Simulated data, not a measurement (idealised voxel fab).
process module | voxel transistor to metal
The cross-section shown here is cut; it is 140 nm wide and divided into square cells measuring 5 nm on a side.
In what follows, cross-sections appear as grids of square cells, described through bands that run from the top down, where every band is one or more rows of cells.
What a band's entry tells you: where the top is and where the bottom is, as heights in nm, and after that what lies inside, material by material from left to right, each with its width in nm. Empty space is written as the word "empty", and a single material marked with the word "all across" occupies the band from edge to edge.
The level at which height equals 0 is the one under which the wafer, as it arrives, is entirely one material. No lower edge exists for the bottom band, which continues downward and is notated as in "0 down".
So if you see something like "30 to 40" for the width, read it as the top row of the band sitting at the first number and the bottom row at the second, with every row in between moving by the same amount as the last.
"no change occurred" means the step left every cell of the cross-section as it was.
"Unvented cavities": sealed empty spaces, 8 cells or more, no open way to top, listed width x height at distance, with distance from the left edge and width, height and distance in nm.
Note: text after step settings on the step line = simulator remark on that step.
overlay nm: mask right of planned place by this much (step with mask). Neg. = left.
Listed below are the process steps as planned:
| 1 | RECEIVE,material Si |
| 2 | CONFORMAL_DEP,material SiO2,thk nm 5 |
| 3 | CONFORMAL_DEP,material SiN,thk nm 10 |
| 4 | MASKED_ETCH,tone cover,mask id ACTIVE,width nm 110,etch materials SiN,depth nm 10,overlay nm 0 |
| 5 | MASKED_ETCH,tone cover,mask id ACTIVE,width nm 110,etch materials SiO2,depth nm 5,overlay nm 0 |
| 6 | MASKED_ETCH,tone cover,mask id ACTIVE,width nm 110,etch materials Si,depth nm 25,overlay nm 0 |
| 7 | FILL_DEP,material SiO2,thk nm 10 |
| 8 | CMP,height nm 15 |
| 9 | SELECTIVE_ETCH,etch materials SiO2,depth nm 5 |
| 10 | STRIP,etch materials SiN |
| 11 | SELECTIVE_ETCH,etch materials SiO2,depth nm 5 |
| 12 | OXIDIZE,depth nm 5 |
| 13 | DIRECTIONAL_DEP,material polySi,thk nm 20 |
| 14 | DIRECTIONAL_DEP,material SiCN,thk nm 15 |
| 15 | PATTERN,tone cover,mask id GATE,material resist,width nm 20,thk nm 15,overlay nm 0 |
| 16 | DIRECTIONAL_ETCH,etch materials SiCN,depth nm 25 |
| 17 | DIRECTIONAL_ETCH,etch materials polySi,depth nm 30 |
| 18 | STRIP,etch materials resist |
| 19 | CONFORMAL_DEP,material SiN,thk nm 5 |
| 20 | DIRECTIONAL_ETCH,etch materials SiN,depth nm 5 |
| 21 | DIRECTIONAL_ETCH,etch materials SiO2,depth nm 5 |
| 22 | DIRECTIONAL_ETCH,etch materials Si,depth nm 5 |
| 23 | EPI,material pSi,thk nm 5 |
| 24 | FILL_DEP,material SiO2,thk nm 10 |
| 25 | CMP,height nm 35 |
| 26 | DIRECTIONAL_DEP,material SiO2,thk nm 10 |
| 27 | DIRECTIONAL_DEP,material aC,thk nm 15 |
| 28 | PATTERN,tone open,mask id CONTACT,material resist,width nm 30,pitch nm 60,thk nm 35,overlay nm 0 |
| 29 | DIRECTIONAL_ETCH,etch materials aC,depth nm 15 |
| 30 | STRIP,etch materials resist |
| 31 | DIRECTIONAL_ETCH,etch materials SiO2,depth nm 50 |
| 32 | STRIP,etch materials aC |
| 33 | CONFORMAL_DEP,material TiN,thk nm 5 |
| 34 | FILL_DEP,material W,thk nm 5 |
| 35 | CMP,height nm 45 |
| 36 | DIRECTIONAL_DEP,material TiN,thk nm 5 |
| 37 | DIRECTIONAL_DEP,material W,thk nm 20 |
| 38 | MASKED_ETCH,tone cover,mask id METAL_1,width nm 15,pitch nm 75,etch materials W,depth nm 20,overlay nm 0 |
| 39 | MASKED_ETCH,tone cover,mask id METAL_1,width nm 15,pitch nm 75,etch materials TiN,depth nm 5,overlay nm 0 |
| 40 | CONFORMAL_DEP,material SiN,thk nm 5 |
| 41 | FILL_DEP,material SiO2,thk nm 5 |
| 42 | CMP,height nm 70 |
| 43 | CONFORMAL_DEP,material SiCN,thk nm 5 |
Wafer, first of two, run as planned:
Cross-section of the wafer as it came to us, i.e., already through step 1:
    0 down  Si all across
    Unvented cavities: none
You're looking at a cross-section of the wafer after step 2:
    5 to 0  SiO2 all across
    Lower than 0, everything is as it was.
You're looking at a cross-section of the wafer after step 3:
    15 to 5  SiN all across
    Lower than 5, everything is as it was.
You're looking at a cross-section of the wafer after step 4:
    15 to 5  empty (15), SiN (110), empty (15)
    Lower than 5, everything is as it was.
You're looking at a cross-section of the wafer after step 5:
    15 to 5  empty (15), SiN (110), empty (15)
    5 to 0  empty (15), SiO2 (110), empty (15)
    Lower than 0, everything is as it was.
You're looking at a cross-section of the wafer after step 6:
    15 to 5  empty (15), SiN (110), empty (15)
    5 to 0  empty (15), SiO2 (110), empty (15)
    0 to -25  empty (15), Si (110), empty (15)
    Lower than -25, everything is as it was.
You're looking at a cross-section of the wafer after step 7:
    25 to 15  SiO2 all across
    15 to 5  SiO2 (15), SiN (110), SiO2 (15)
    5 to 0  SiO2 all across
    0 to -25  SiO2 (15), Si (110), SiO2 (15)
    Lower than -25, everything is as it was.
You're looking at a cross-section of the wafer after step 8:
    15 to 5  SiO2 (15), SiN (110), SiO2 (15)
    Lower than 5, everything is as it was.
You're looking at a cross-section of the wafer after step 9:
    15 to 10  empty (15), SiN (110), empty (15)
    Lower than 10, everything is as it was.
You're looking at a cross-section of the wafer after step 10:
    10 to 5  SiO2 (15), empty (110), SiO2 (15)
    Lower than 5, everything is as it was.
You're looking at a cross-section of the wafer after step 11:
    5 to 0  SiO2 (10), empty (120), SiO2 (10)
    Lower than 0, everything is as it was.
You're looking at a cross-section of the wafer after step 12:
    5 to 0  SiO2 (10), empty (120), SiO2 (10)
    0 to -5  SiO2 all across
    Lower than -5, everything is as it was.
You're looking at a cross-section of the wafer after step 13:
    25 to 20  polySi (10), empty (120), polySi (10)
    20 to 5  polySi all across
    5 to 0  SiO2 (10), polySi (120), SiO2 (10)
    Lower than 0, everything is as it was.
You're looking at a cross-section of the wafer after step 14:
    40 to 35  SiCN (10), empty (120), SiCN (10)
    35 to 25  SiCN all across
    25 to 20  polySi (10), SiCN (120), polySi (10)
    Lower than 20, everything is as it was.
You're looking at a cross-section of the wafer after step 15:
    55 to 40  empty (60), resist (20), empty (60)
    40 to 35  SiCN (10), empty (50), resist (20), empty (50), SiCN (10)
    Lower than 35, everything is as it was.
You're looking at a cross-section of the wafer after step 16:
    55 to 35  empty (60), resist (20), empty (60)
    35 to 25  empty (60), SiCN (20), empty (60)
    25 to 20  polySi (10), empty (50), SiCN (20), empty (50), polySi (10)
    Lower than 20, everything is as it was.
You're looking at a cross-section of the wafer after step 17:
    55 to 35  empty (60), resist (20), empty (60)
    35 to 20  empty (60), SiCN (20), empty (60)
    20 to 5  empty (60), polySi (20), empty (60)
    5 to 0  SiO2 (10), empty (50), polySi (20), empty (50), SiO2 (10)
    Lower than 0, everything is as it was.
You're looking at a cross-section of the wafer after step 18:
    35 to 20  empty (60), SiCN (20), empty (60)
    Lower than 20, everything is as it was.
You're looking at a cross-section of the wafer after step 19:
    40 to 35  empty (55), SiN (30), empty (55)
    35 to 20  empty (55), SiN (5), SiCN (20), SiN (5), empty (55)
    20 to 10  empty (55), SiN (5), polySi (20), SiN (5), empty (55)
    10 to 5  SiN (15), empty (40), SiN (5), polySi (20), SiN (5), empty (40), SiN (15)
    5 to 0  SiO2 (10), SiN (50), polySi (20), SiN (50), SiO2 (10)
    Lower than 0, everything is as it was.
You're looking at a cross-section of the wafer after step 20:
    35 to 20  empty (55), SiN (5), SiCN (20), SiN (5), empty (55)
    20 to 5  empty (55), SiN (5), polySi (20), SiN (5), empty (55)
    5 to 0  SiO2 (10), SiN (5), empty (40), SiN (5), polySi (20), SiN (5), empty (40), SiN (5), SiO2 (10)
    Lower than 0, everything is as it was.
You're looking at a cross-section of the wafer after step 21:
    35 to 20  empty (55), SiN (5), SiCN (20), SiN (5), empty (55)
    20 to 5  empty (55), SiN (5), polySi (20), SiN (5), empty (55)
    5 to 0  empty (10), SiN (5), empty (40), SiN (5), polySi (20), SiN (5), empty (40), SiN (5), empty (10)
    0 to -5  SiO2 (15), empty (40), SiO2 (30), empty (40), SiO2 (15)
    Lower than -5, everything is as it was.
You're looking at a cross-section of the wafer after step 22:
    35 to 20  empty (55), SiN (5), SiCN (20), SiN (5), empty (55)
    20 to 5  empty (55), SiN (5), polySi (20), SiN (5), empty (55)
    5 to 0  empty (10), SiN (5), empty (40), SiN (5), polySi (20), SiN (5), empty (40), SiN (5), empty (10)
    0 to -5  SiO2 (15), empty (40), SiO2 (30), empty (40), SiO2 (15)
    -5 to -10  SiO2 (15), empty (40), Si (30), empty (40), SiO2 (15)
    Lower than -10, everything is as it was.
You're looking at a cross-section of the wafer after step 23:
    35 to 20  empty (55), SiN (5), SiCN (20), SiN (5), empty (55)
    20 to 5  empty (55), SiN (5), polySi (20), SiN (5), empty (55)
    5 to 0  empty (10), SiN (5), empty (40), SiN (5), polySi (20), SiN (5), empty (40), SiN (5), empty (10)
    0 to -5  SiO2 (15), empty (35), pSi (5), SiO2 (30), pSi (5), empty (35), SiO2 (15)
    -5 to -10  SiO2 (15), pSi (40), Si (30), pSi (40), SiO2 (15)
    Lower than -10, everything is as it was.
You're looking at a cross-section of the wafer after step 24:
    45 to 35  SiO2 all across
    35 to 20  SiO2 (55), SiN (5), SiCN (20), SiN (5), SiO2 (55)
    20 to 5  SiO2 (55), SiN (5), polySi (20), SiN (5), SiO2 (55)
    5 to 0  SiO2 (10), SiN (5), SiO2 (40), SiN (5), polySi (20), SiN (5), SiO2 (40), SiN (5), SiO2 (10)
    0 to -5  SiO2 (50), pSi (5), SiO2 (30), pSi (5), SiO2 (50)
    Lower than -5, everything is as it was.
You're looking at a cross-section of the wafer after step 25:
    35 to 20  SiO2 (55), SiN (5), SiCN (20), SiN (5), SiO2 (55)
    Lower than 20, everything is as it was.
You're looking at a cross-section of the wafer after step 26:
    45 to 35  SiO2 all across
    Lower than 35, everything is as it was.
You're looking at a cross-section of the wafer after step 27:
    60 to 45  aC all across
    Lower than 45, everything is as it was.
You're looking at a cross-section of the wafer after step 28:
    95 to 60  resist (25), empty (30), resist (30), empty (30), resist (25)
    Lower than 60, everything is as it was.
You're looking at a cross-section of the wafer after step 29:
    80 to 60  resist (25), empty (30), resist (30), empty (30), resist (25)
    60 to 45  aC (25), empty (30), aC (30), empty (30), aC (25)
    Lower than 45, everything is as it was.
You're looking at a cross-section of the wafer after step 30:
    60 to 45  aC (25), empty (30), aC (30), empty (30), aC (25)
    Lower than 45, everything is as it was.
You're looking at a cross-section of the wafer after step 31:
    60 to 45  aC (25), empty (30), aC (30), empty (30), aC (25)
    45 to 35  SiO2 (25), empty (30), SiO2 (30), empty (30), SiO2 (25)
    35 to 20  SiO2 (25), empty (30), SiN (5), SiCN (20), SiN (5), empty (30), SiO2 (25)
    20 to 5  SiO2 (25), empty (30), SiN (5), polySi (20), SiN (5), empty (30), SiO2 (25)
    5 to 0  SiO2 (10), SiN (5), SiO2 (10), empty (30), SiN (5), polySi (20), SiN (5), empty (30), SiO2 (10), SiN (5), SiO2 (10)
    0 to -5  SiO2 (25), empty (25), pSi (5), SiO2 (30), pSi (5), empty (25), SiO2 (25)
    Lower than -5, everything is as it was.
You're looking at a cross-section of the wafer after step 32:
    45 to 35  SiO2 (25), empty (30), SiO2 (30), empty (30), SiO2 (25)
    Lower than 35, everything is as it was.
You're looking at a cross-section of the wafer after step 33:
    50 to 45  TiN (30), empty (20), TiN (40), empty (20), TiN (30)
    45 to 35  SiO2 (25), TiN (5), empty (20), TiN (5), SiO2 (30), TiN (5), empty (20), TiN (5), SiO2 (25)
    35 to 20  SiO2 (25), TiN (5), empty (20), TiN (5), SiN (5), SiCN (20), SiN (5), TiN (5), empty (20), TiN (5), SiO2 (25)
    20 to 5  SiO2 (25), TiN (5), empty (20), TiN (5), SiN (5), polySi (20), SiN (5), TiN (5), empty (20), TiN (5), SiO2 (25)
    5 to 0  SiO2 (10), SiN (5), SiO2 (10), TiN (5), empty (15), TiN (10), SiN (5), polySi (20), SiN (5), TiN (10), empty (15), TiN (5), SiO2 (10), SiN (5), SiO2 (10)
    0 to -5  SiO2 (25), TiN (25), pSi (5), SiO2 (30), pSi (5), TiN (25), SiO2 (25)
    Lower than -5, everything is as it was.
You're looking at a cross-section of the wafer after step 34:
    55 to 50  W all across
    50 to 45  TiN (30), W (20), TiN (40), W (20), TiN (30)
    45 to 35  SiO2 (25), TiN (5), W (20), TiN (5), SiO2 (30), TiN (5), W (20), TiN (5), SiO2 (25)
    35 to 20  SiO2 (25), TiN (5), W (20), TiN (5), SiN (5), SiCN (20), SiN (5), TiN (5), W (20), TiN (5), SiO2 (25)
    20 to 5  SiO2 (25), TiN (5), W (20), TiN (5), SiN (5), polySi (20), SiN (5), TiN (5), W (20), TiN (5), SiO2 (25)
    5 to 0  SiO2 (10), SiN (5), SiO2 (10), TiN (5), W (15), TiN (10), SiN (5), polySi (20), SiN (5), TiN (10), W (15), TiN (5), SiO2 (10), SiN (5), SiO2 (10)
    Lower than 0, everything is as it was.
You're looking at a cross-section of the wafer after step 35:
    45 to 35  SiO2 (25), TiN (5), W (20), TiN (5), SiO2 (30), TiN (5), W (20), TiN (5), SiO2 (25)
    Lower than 35, everything is as it was.
You're looking at a cross-section of the wafer after step 36:
    50 to 45  TiN all across
    Lower than 45, everything is as it was.
You're looking at a cross-section of the wafer after step 37:
    70 to 50  W all across
    Lower than 50, everything is as it was.
You're looking at a cross-section of the wafer after step 38:
    70 to 50  empty (25), W (15), empty (60), W (15), empty (25)
    Lower than 50, everything is as it was.
You're looking at a cross-section of the wafer after step 39:
    70 to 50  empty (25), W (15), empty (60), W (15), empty (25)
    50 to 45  empty (25), TiN (15), empty (60), TiN (15), empty (25)
    Lower than 45, everything is as it was.
You're looking at a cross-section of the wafer after step 40:
    75 to 70  empty (20), SiN (25), empty (50), SiN (25), empty (20)
    70 to 50  empty (20), SiN (5), W (15), SiN (5), empty (50), SiN (5), W (15), SiN (5), empty (20)
    50 to 45  SiN (25), TiN (15), SiN (60), TiN (15), SiN (25)
    Lower than 45, everything is as it was.
You're looking at a cross-section of the wafer after step 41:
    80 to 75  SiO2 all across
    75 to 70  SiO2 (20), SiN (25), SiO2 (50), SiN (25), SiO2 (20)
    70 to 50  SiO2 (20), SiN (5), W (15), SiN (5), SiO2 (50), SiN (5), W (15), SiN (5), SiO2 (20)
    Lower than 50, everything is as it was.
You're looking at a cross-section of the wafer after step 42:
    70 to 50  SiO2 (20), SiN (5), W (15), SiN (5), SiO2 (50), SiN (5), W (15), SiN (5), SiO2 (20)
    Lower than 50, everything is as it was.
You're looking at a cross-section of the wafer after step 43:
    75 to 70  SiCN all across
    Lower than 70, everything is as it was.
The Second Wafer: Common Origin and Plan, One Mistake in Execution, Identical to the First Through Step 27:
Second wafer: cross-section at the scheduled end of step 28:
    95 to 60  resist (30), empty (25), resist (35), empty (25), resist (25)
    Lower than 60, everything is as it was.
Second wafer: cross-section at the scheduled end of step 29:
    80 to 60  resist (30), empty (25), resist (35), empty (25), resist (25)
    60 to 45  aC (30), empty (25), aC (35), empty (25), aC (25)
    Lower than 45, everything is as it was.
Second wafer: cross-section at the scheduled end of step 30:
    60 to 45  aC (30), empty (25), aC (35), empty (25), aC (25)
    Lower than 45, everything is as it was.
Second wafer: cross-section at the scheduled end of step 31:
    60 to 45  aC (30), empty (25), aC (35), empty (25), aC (25)
    45 to 35  SiO2 (30), empty (25), SiO2 (35), empty (25), SiO2 (25)
    35 to 20  SiO2 (30), empty (25), SiN (5), SiCN (20), SiN (5), SiO2 (5), empty (25), SiO2 (25)
    20 to 5  SiO2 (30), empty (25), SiN (5), polySi (20), SiN (5), SiO2 (5), empty (25), SiO2 (25)
    5 to 0  SiO2 (10), SiN (5), SiO2 (15), empty (25), SiN (5), polySi (20), SiN (5), SiO2 (5), empty (25), SiO2 (10), SiN (5), SiO2 (10)
    0 to -5  SiO2 (30), empty (20), pSi (5), SiO2 (30), pSi (5), empty (25), SiO2 (25)
    Lower than -5, everything is as it was.
Second wafer: cross-section at the scheduled end of step 32:
    45 to 35  SiO2 (30), empty (25), SiO2 (35), empty (25), SiO2 (25)
    Lower than 35, everything is as it was.
Second wafer: cross-section at the scheduled end of step 33:
    50 to 45  TiN (35), empty (15), TiN (45), empty (15), TiN (30)
    45 to 35  SiO2 (30), TiN (5), empty (15), TiN (5), SiO2 (35), TiN (5), empty (15), TiN (5), SiO2 (25)
    35 to 20  SiO2 (30), TiN (5), empty (15), TiN (5), SiN (5), SiCN (20), SiN (5), SiO2 (5), TiN (5), empty (15), TiN (5), SiO2 (25)
    20 to 5  SiO2 (30), TiN (5), empty (15), TiN (5), SiN (5), polySi (20), SiN (5), SiO2 (5), TiN (5), empty (15), TiN (5), SiO2 (25)
    5 to 0  SiO2 (10), SiN (5), SiO2 (15), TiN (5), empty (10), TiN (10), SiN (5), polySi (20), SiN (5), SiO2 (5), TiN (5), empty (15), TiN (5), SiO2 (10), SiN (5), SiO2 (10)
    0 to -5  SiO2 (30), TiN (20), pSi (5), SiO2 (30), pSi (5), TiN (25), SiO2 (25)
    Lower than -5, everything is as it was.
Second wafer: cross-section at the scheduled end of step 34:
    55 to 50  W all across
    50 to 45  TiN (35), W (15), TiN (45), W (15), TiN (30)
    45 to 35  SiO2 (30), TiN (5), W (15), TiN (5), SiO2 (35), TiN (5), W (15), TiN (5), SiO2 (25)
    35 to 20  SiO2 (30), TiN (5), W (15), TiN (5), SiN (5), SiCN (20), SiN (5), SiO2 (5), TiN (5), W (15), TiN (5), SiO2 (25)
    20 to 5  SiO2 (30), TiN (5), W (15), TiN (5), SiN (5), polySi (20), SiN (5), SiO2 (5), TiN (5), W (15), TiN (5), SiO2 (25)
    5 to 0  SiO2 (10), SiN (5), SiO2 (15), TiN (5), W (10), TiN (10), SiN (5), polySi (20), SiN (5), SiO2 (5), TiN (5), W (15), TiN (5), SiO2 (10), SiN (5), SiO2 (10)
    Lower than 0, everything is as it was.
Second wafer: cross-section at the scheduled end of step 35:
    45 to 35  SiO2 (30), TiN (5), W (15), TiN (5), SiO2 (35), TiN (5), W (15), TiN (5), SiO2 (25)
    Lower than 35, everything is as it was.
Second wafer: cross-section at the scheduled end of step 36:
    50 to 45  TiN all across
    Lower than 45, everything is as it was.
Second wafer: cross-section at the scheduled end of step 37:
    70 to 50  W all across
    Lower than 50, everything is as it was.
Second wafer: cross-section at the scheduled end of step 38:
    70 to 50  empty (25), W (15), empty (60), W (15), empty (25)
    Lower than 50, everything is as it was.
Second wafer: cross-section at the scheduled end of step 39:
    70 to 50  empty (25), W (15), empty (60), W (15), empty (25)
    50 to 45  empty (25), TiN (15), empty (60), TiN (15), empty (25)
    Lower than 45, everything is as it was.
Second wafer: cross-section at the scheduled end of step 40:
    75 to 70  empty (20), SiN (25), empty (50), SiN (25), empty (20)
    70 to 50  empty (20), SiN (5), W (15), SiN (5), empty (50), SiN (5), W (15), SiN (5), empty (20)
    50 to 45  SiN (25), TiN (15), SiN (60), TiN (15), SiN (25)
    Lower than 45, everything is as it was.
Second wafer: cross-section at the scheduled end of step 41:
    80 to 75  SiO2 all across
    75 to 70  SiO2 (20), SiN (25), SiO2 (50), SiN (25), SiO2 (20)
    70 to 50  SiO2 (20), SiN (5), W (15), SiN (5), SiO2 (50), SiN (5), W (15), SiN (5), SiO2 (20)
    Lower than 50, everything is as it was.
Second wafer: cross-section at the scheduled end of step 42:
    70 to 50  SiO2 (20), SiN (5), W (15), SiN (5), SiO2 (50), SiN (5), W (15), SiN (5), SiO2 (20)
    Lower than 50, everything is as it was.
Second wafer: cross-section at the scheduled end of step 43:
    75 to 70  SiCN all across
    Lower than 70, everything is as it was.
What was the processing mistake? the process deviated at step 28: the operation and settings actually run there were PATTERN,tone open,mask id CONTACT,material resist,width nm 25,pitch nm 60,thk nm 35,overlay nm 0
Wrapping up, a cell-based count of both wafers puts the second over or under the first for these materials: +19 SiO2 | -2 TiN | -17 W
